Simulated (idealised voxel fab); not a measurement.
Herein follows the process module entitled voxel capacitor over wiring.
Cross-sectional view cut (width: 280 nm; square cell size: 5 nm).
Throughout this document, each cross-section is represented as a grid of square cells and is presented as a sequence of bands enumerated from the top downward, where a band comprises one or more rows of cells.
Top, bottom (nm), then materials left to right with widths (nm); lone material tagged "everywhere" fills the whole band edge to edge; "empty" = empty space.
Note: height 0 marks the level under which the wafer is uniformly one material as received. Lowest band unbounded below, written "top 0, no bottom".
Top row gets the first number, bottom row gets the second, and each row in between changes by the same step: that is how a band width like "30..40" works.
Any step labelled "nothing was modified" changed none of the cells in the cross-section.
The list in "Voids, enclosed" covers empty spaces of 8 cells or more that cannot reach the top through any open way, and it gives each as width x height at distance; the distance is from the left edge, and width, height and distance are in nm.
Read whatever lies past the settings on a step's line as the simulator's own remark about the step.
overlay nm, on a step with a mask: how far to the right of its planned place the mask lay; to the left if negative

These are the steps we planned for the process:
- 1: RECEIVE | material Si
- 2: CONFORMAL_DEP | material SiO2 | thk nm 10
- 3: CONFORMAL_DEP | material SiN | thk nm 5
- 4: DIRECTIONAL_DEP | material lowk | thk nm 20
- 5: DIRECTIONAL_DEP | material aC | thk nm 10
- 6: PATTERN | tone open | mask id METAL_1 | material resist | width nm 30 | pitch nm 80 | thk nm 25 | overlay nm 0
- 7: DIRECTIONAL_ETCH | etch materials aC | depth nm 10
- 8: STRIP | etch materials resist
- 9: DIRECTIONAL_ETCH | etch materials lowk | depth nm 20
- 10: DIRECTIONAL_ETCH | etch materials SiN | depth nm 5
- 11: STRIP | etch materials aC
- 12: CONFORMAL_DEP | material TiN | thk nm 5
- 13: FILL_DEP | material Ru | thk nm 10
- 14: CMP | height nm 35
- 15: EPI | material Ru | thk nm 5
- 16: FILL_DEP | material SiCN | thk nm 5
- 17: DIRECTIONAL_DEP | material SiO2 | thk nm 20
- 18: PATTERN | tone open | mask id PLUG_1 | material resist | width nm 15 | thk nm 15 | overlay nm 0
- 19: DIRECTIONAL_ETCH | etch materials SiO2 | depth nm 20
- 20: DIRECTIONAL_ETCH | etch materials SiCN | depth nm 5
- 21: STRIP | etch materials resist
- 22: EPI | material Ru | thk nm 10
- 23: EPI | material Ru | thk nm 10
- 24: EPI | material Ru | thk nm 5
- 25: DIRECTIONAL_DEP | material TiN | thk nm 5
- 26: DIRECTIONAL_DEP | material Al2O3 | thk nm 5
- 27: DIRECTIONAL_DEP | material TiN | thk nm 5
- 28: MASKED_ETCH | tone cover | mask id UPPER_PLATE | width nm 55 | etch materials TiN | depth nm 5 | overlay nm 0
- 29: MASKED_ETCH | tone cover | mask id UPPER_PLATE | width nm 55 | etch materials Al2O3 | depth nm 5 | overlay nm 0
- 30: PATTERN | tone cover | mask id LOWER_PLATE | material resist | width nm 65 | thk nm 20 | overlay nm 0
- 31: DIRECTIONAL_ETCH | etch materials TiN | depth nm 5
- 32: STRIP | etch materials resist
- 33: FILL_DEP | material SiO2 | thk nm 15
- 34: CMP | height nm 90
- 35: PATTERN | tone open | mask id PLUG_2 | material resist | width nm 15 | thk nm 20 | overlay nm 0
- 36: DIRECTIONAL_ETCH | etch materials SiO2 | depth nm 10
- 37: STRIP | etch materials resist
- 38: CONFORMAL_DEP | material TiN | thk nm 5
- 39: FILL_DEP | material W | thk nm 5
- 40: CMP | height nm 90
- 41: CONFORMAL_DEP | material SiN | thk nm 5

Wafer as received: cross-section following step 1:
  top 0, no bottom | Si everywhere
  Voids, enclosed: none

The module was run from the start shown above using the plan shown above, but one mistake was made doing it; the resulting wafer cross-section is below:
  top 95, bottom 90 | SiN everywhere
  top 90, bottom 85 | 110 nm SiO2, then 5 nm TiN, then 5 nm W, then 5 nm TiN, then 155 nm SiO2
  top 85, bottom 75 | 110..100 nm SiO2, then 15..55 nm TiN, then 155..125 nm SiO2
  top 75, bottom 70 | 100 nm SiO2, then 55 nm Al2O3, then 125 nm SiO2
  top 70, bottom 65 | 95 nm SiO2, then 65 nm TiN, then 120 nm SiO2
  top 65, bottom 45 | 90 nm SiO2, then 15 nm Ru, then 175 nm SiO2
  top 45, bottom 40 | 90 nm SiCN, then 15 nm Ru, then 175 nm SiCN
  top 40, bottom 35 | 80 nm SiCN, then 40 nm Ru, then 40 nm SiCN, then 40 nm Ru, then 80 nm SiCN
  top 35, bottom 15 | 85 nm lowk, then 5 nm TiN, then 20 nm Ru, then 5 nm TiN, then 50 nm lowk, then 5 nm TiN, then 20 nm Ru, then 5 nm TiN, then 85 nm lowk
  top 15, bottom 10 | 85 nm SiN, then 30 nm TiN, then 50 nm SiN, then 30 nm TiN, then 85 nm SiN
  top 10, bottom 0 | SiO2 everywhere
  top 0, no bottom | Si everywhere
  Voids, enclosed: none
What was done differently from what was planned? note that step 18 departed from the planned setting and was carried out as PATTERN | tone open | mask id PLUG_1 | material resist | width nm 15 | thk nm 15 | overlay nm -10
